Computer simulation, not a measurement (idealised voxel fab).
process module | voxel self aligned contacts
cross-section cut | 290 nm wide | cells 5 nm
A cross-section is a grid of square cells, given in bands from the top down. A band is one or more rows of cells.
Each band's line starts with the height of the band's top and of its bottom, in nm. Then come its materials from left to right, each with its width in nm. One material with "throughout" fills the band from edge to edge. "air" is empty space.
Height 0 is the level under which the wafer as received is all one material. The lowest band goes on downwards, as in "0 down".
A width such as "30 to 40" changes by the same amount from each row of cells to the next, from the band's top row to its bottom row.
"no change" after a step means that no cell of the cross-section changed.
closed voids: empty space of 8 cells or more with no open way to the top, each as width x height at its distance from the left edge, in nm
after a step's settings: what the simulator itself notes on the step
overlay nm, on a step with a mask: how far to the right of its planned place the mask lay; to the left if negative
plan
1 op RECEIVE | material Si
2 op CONFORMAL_DEP | material SiO2 | thk nm 5
3 op DIRECTIONAL_DEP | material polySi | thk nm 25
4 op DIRECTIONAL_DEP | material SiN | thk nm 20
5 op DIRECTIONAL_DEP | material aC | thk nm 10
6 op PATTERN | tone cover | mask id GATE | material resist | width nm 35 | pitch nm 80 | thk nm 25 | overlay nm 0
7 op DIRECTIONAL_ETCH | etch materials aC | depth nm 10
8 op STRIP | etch materials resist
9 op DIRECTIONAL_ETCH | etch materials SiN | depth nm 20
10 op DIRECTIONAL_ETCH | etch materials polySi | depth nm 25
11 op STRIP | etch materials aC
12 op CONFORMAL_DEP | material SiN | thk nm 10
13 op DIRECTIONAL_ETCH | etch materials SiN | depth nm 10
14 op FILL_DEP | material SiO2 | thk nm 15
15 op CMP | height nm 55
16 op MASKED_ETCH | tone open | mask id CONTACT | width nm 65 | pitch nm 80 | etch materials SiO2 | depth nm 55 | overlay nm -15
17 op CONFORMAL_DEP | material TiN | thk nm 5
18 op FILL_DEP | material W | thk nm 5
19 op CMP | height nm 55
20 op CONFORMAL_DEP | material SiN | thk nm 5
varied across the wafers: overlay nm of step 16. The plan shows the first wafer's value. All wafers start alike
first wafer as received, after step 1
  0 down: Si throughout
  closed voids: none
each wafer at the end: cells of each material gained (+) or lost (-) since it was received, then its closed voids
overlay nm -15 | +250 SiN | +215 SiO2 | +66 TiN | +60 W | +105 polySi | closed voids: none
overlay nm -10 | +250 SiN | +215 SiO2 | +66 TiN | +60 W | +105 polySi | closed voids: none
overlay nm -5 | +250 SiN | +215 SiO2 | +66 TiN | +60 W | +105 polySi | closed voids: none
overlay nm 0 | +250 SiN | +215 SiO2 | +66 TiN | +60 W | +105 polySi | closed voids: none
overlay nm 5 | +250 SiN | +215 SiO2 | +66 TiN | +60 W | +105 polySi | closed voids: none
overlay nm 10 | +250 SiN | +215 SiO2 | +66 TiN | +60 W | +105 polySi | closed voids: none
overlay nm 15 | +250 SiN | +215 SiO2 | +66 TiN | +60 W | +105 polySi | closed voids: none
